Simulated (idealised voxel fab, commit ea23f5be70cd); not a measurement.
Documented hereafter: the process module known as voxel released beams.
Cross-section cut: width 260 nm, square cells of 5 nm.
A cross-section is a grid of square cells, given in bands from the top down. A band is one or more rows of cells.
Band entry format. Leading values: height of top, height of bottom, nm. Remainder: materials in left-to-right order, each with its width in nm. Special words: "edge to edge" on a single material, which then fills the band edge to edge; "blank", empty space.
Height datum 0, below which the as-received substrate wafer is one material. Lowest band open at the bottom, running downward: "z 0 and below".
Per-row width for "30 to 40": begins at first number (top row of band), ends at second number (bottom row), increment between rows held constant.
Where a step carries "stayed the same", the cross-section came out of it unchanged, cell for cell.
In the "Non-vented voids" entry, you get each enclosed empty space of 8 cells or more, one with no open way to the top, written width x height at distance, distance from the left edge, in nm.
On each step's line, the part that comes after the settings is the simulator's own comment on the step.
You can add "overlay nm" to a step's line. For a step with a mask, it describes how far the mask lay to the right of its planned position, and a negative number describes a lay to the left.
Here's what the planned process steps look like:
1. RECEIVE with material Si
2. CONFORMAL_DEP with material SiN, thk nm 10
3. DIRECTIONAL_DEP with material SiO2, thk nm 20
4. PATTERN with tone open, mask id ANCHOR, material resist, width nm 45, thk nm 15, overlay nm 0
5. DIRECTIONAL_ETCH with etch materials SiO2, depth nm 20
6. STRIP with etch materials resist
7. CONFORMAL_DEP with material polySi, thk nm 15
8. DIRECTIONAL_DEP with material aC, thk nm 10
9. PATTERN with tone cover, mask id BEAM, material resist, width nm 95, thk nm 25, overlay nm 0
10. DIRECTIONAL_ETCH with etch materials aC, depth nm 10
11. STRIP with etch materials resist
12. DIRECTIONAL_ETCH with etch materials polySi, depth nm 15
13. STRIP with etch materials aC
14. STRIP with etch materials SiO2
On the first of the two wafers: run conducted according to plan:
So this is the incoming wafer in cross-section - it's already been through step 1:
* z 0 and below = Si edge to edge
* Non-vented voids: none
The wafer, seen in cross-section, after step 2:
* z 10 to 0 = SiN edge to edge
* Nothing below the height 0 has changed.
The wafer, seen in cross-section, after step 3:
* z 30 to 10 = SiO2 edge to edge
* Nothing below the height 10 has changed.
The wafer, seen in cross-section, after step 4:
* z 45 to 30 = 85 nm resist, 45 nm blank, 130 nm resist
* Nothing below the height 30 has changed.
The wafer, seen in cross-section, after step 5:
* z 45 to 30 = 85 nm resist, 45 nm blank, 130 nm resist
* z 30 to 10 = 85 nm SiO2, 45 nm blank, 130 nm SiO2
* Nothing below the height 10 has changed.
The wafer, seen in cross-section, after step 6:
* z 30 to 10 = 85 nm SiO2, 45 nm blank, 130 nm SiO2
* Nothing below the height 10 has changed.
The wafer, seen in cross-section, after step 7:
* z 45 to 30 = 100 nm polySi, 15 nm blank, 145 nm polySi
* z 30 to 25 = 85 nm SiO2, 15 nm polySi, 15 nm blank, 15 nm polySi, 130 nm SiO2
* z 25 to 10 = 85 nm SiO2, 45 nm polySi, 130 nm SiO2
* Nothing below the height 10 has changed.
The wafer, seen in cross-section, after step 8:
* z 55 to 45 = 100 nm aC, 15 nm blank, 145 nm aC
* z 45 to 35 = 100 nm polySi, 15 nm blank, 145 nm polySi
* z 35 to 30 = 100 nm polySi, 15 nm aC, 145 nm polySi
* z 30 to 25 = 85 nm SiO2, 15 nm polySi, 15 nm aC, 15 nm polySi, 130 nm SiO2
* Nothing below the height 25 has changed.
The wafer, seen in cross-section, after step 9:
* z 80 to 55 = 80 nm blank, 95 nm resist, 85 nm blank
* z 55 to 45 = 100 nm aC, 15 nm resist, 145 nm aC
* z 45 to 35 = 100 nm polySi, 15 nm resist, 145 nm polySi
* Nothing below the height 35 has changed.
The wafer, seen in cross-section, after step 10:
* z 70 to 55 = 80 nm blank, 95 nm resist, 85 nm blank
* z 55 to 45 = 80 nm blank, 20 nm aC, 15 nm resist, 60 nm aC, 85 nm blank
* Nothing below the height 45 has changed.
The wafer, seen in cross-section, after step 11:
* z 55 to 45 = 80 nm blank, 20 nm aC, 15 nm blank, 60 nm aC, 85 nm blank
* z 45 to 35 = 100 nm polySi, 15 nm blank, 145 nm polySi
* Nothing below the height 35 has changed.
The wafer, seen in cross-section, after step 12:
* z 55 to 45 = 80 nm blank, 20 nm aC, 15 nm blank, 60 nm aC, 85 nm blank
* z 45 to 35 = 80 nm blank, 20 nm polySi, 15 nm blank, 60 nm polySi, 85 nm blank
* z 35 to 30 = 80 nm blank, 20 nm polySi, 15 nm aC, 60 nm polySi, 85 nm blank
* Nothing below the height 30 has changed.
The wafer, seen in cross-section, after step 13:
* z 45 to 30 = 80 nm blank, 20 nm polySi, 15 nm blank, 60 nm polySi, 85 nm blank
* z 30 to 25 = 85 nm SiO2, 15 nm polySi, 15 nm blank, 15 nm polySi, 130 nm SiO2
* Nothing below the height 25 has changed.
The wafer, seen in cross-section, after step 14:
* z 45 to 30 = 80 nm blank, 20 nm polySi, 15 nm blank, 60 nm polySi, 85 nm blank
* z 30 to 25 = 85 nm blank, 15 nm polySi, 15 nm blank, 15 nm polySi, 130 nm blank
* z 25 to 10 = 85 nm blank, 45 nm polySi, 130 nm blank
* Nothing below the height 10 has changed.
Companion wafer, the second of two: same beginning, same intended sequence, one mistake in carrying it out; through step 3 inclusive it tracks the first exactly:
when step 4 should have ended:
* z 45 to 30 = 90 nm resist, 35 nm blank, 135 nm resist
* Nothing below the height 30 has changed.
when step 5 should have ended:
* z 45 to 30 = 90 nm resist, 35 nm blank, 135 nm resist
* z 30 to 10 = 90 nm SiO2, 35 nm blank, 135 nm SiO2
* Nothing below the height 10 has changed.
when step 6 should have ended:
* z 30 to 10 = 90 nm SiO2, 35 nm blank, 135 nm SiO2
* Nothing below the height 10 has changed.
when step 7 should have ended:
* z 45 to 30 = 105 nm polySi, 5 nm blank, 150 nm polySi
* z 30 to 25 = 90 nm SiO2, 15 nm polySi, 5 nm blank, 15 nm polySi, 135 nm SiO2
* z 25 to 10 = 90 nm SiO2, 35 nm polySi, 135 nm SiO2
* Nothing below the height 10 has changed.
when step 8 should have ended:
* z 55 to 45 = 105 nm aC, 5 nm blank, 150 nm aC
* z 45 to 35 = 105 nm polySi, 5 nm blank, 150 nm polySi
* z 35 to 30 = 105 nm polySi, 5 nm aC, 150 nm polySi
* z 30 to 25 = 90 nm SiO2, 15 nm polySi, 5 nm aC, 15 nm polySi, 135 nm SiO2
* Nothing below the height 25 has changed.
when step 9 should have ended:
* z 80 to 55 = 80 nm blank, 95 nm resist, 85 nm blank
* z 55 to 45 = 105 nm aC, 5 nm resist, 150 nm aC
* z 45 to 35 = 105 nm polySi, 5 nm resist, 150 nm polySi
* Nothing below the height 35 has changed.
when step 10 should have ended:
* z 70 to 55 = 80 nm blank, 95 nm resist, 85 nm blank
* z 55 to 45 = 80 nm blank, 25 nm aC, 5 nm resist, 65 nm aC, 85 nm blank
* Nothing below the height 45 has changed.
when step 11 should have ended:
* z 55 to 45 = 80 nm blank, 25 nm aC, 5 nm blank, 65 nm aC, 85 nm blank
* z 45 to 35 = 105 nm polySi, 5 nm blank, 150 nm polySi
* Nothing below the height 35 has changed.
when step 12 should have ended:
* z 55 to 45 = 80 nm blank, 25 nm aC, 5 nm blank, 65 nm aC, 85 nm blank
* z 45 to 35 = 80 nm blank, 25 nm polySi, 5 nm blank, 65 nm polySi, 85 nm blank
* z 35 to 30 = 80 nm blank, 25 nm polySi, 5 nm aC, 65 nm polySi, 85 nm blank
* Nothing below the height 30 has changed.
when step 13 should have ended:
* z 45 to 30 = 80 nm blank, 25 nm polySi, 5 nm blank, 65 nm polySi, 85 nm blank
* z 30 to 25 = 90 nm SiO2, 15 nm polySi, 5 nm blank, 15 nm polySi, 135 nm SiO2
* Nothing below the height 25 has changed.
when step 14 should have ended:
* z 45 to 30 = 80 nm blank, 25 nm polySi, 5 nm blank, 65 nm polySi, 85 nm blank
* z 30 to 25 = 90 nm blank, 15 nm polySi, 5 nm blank, 15 nm polySi, 135 nm blank
* z 25 to 10 = 90 nm blank, 35 nm polySi, 135 nm blank
* Nothing below the height 10 has changed.
What was done differently from what was planned? step 4 ran differently from the plan; actual operation with settings: PATTERN with tone open, mask id ANCHOR, material resist, width nm 35, thk nm 15, overlay nm 0
Same inventory, different map: at the end, the second wafer holds as many cells of each material as the first, placed elsewhere.
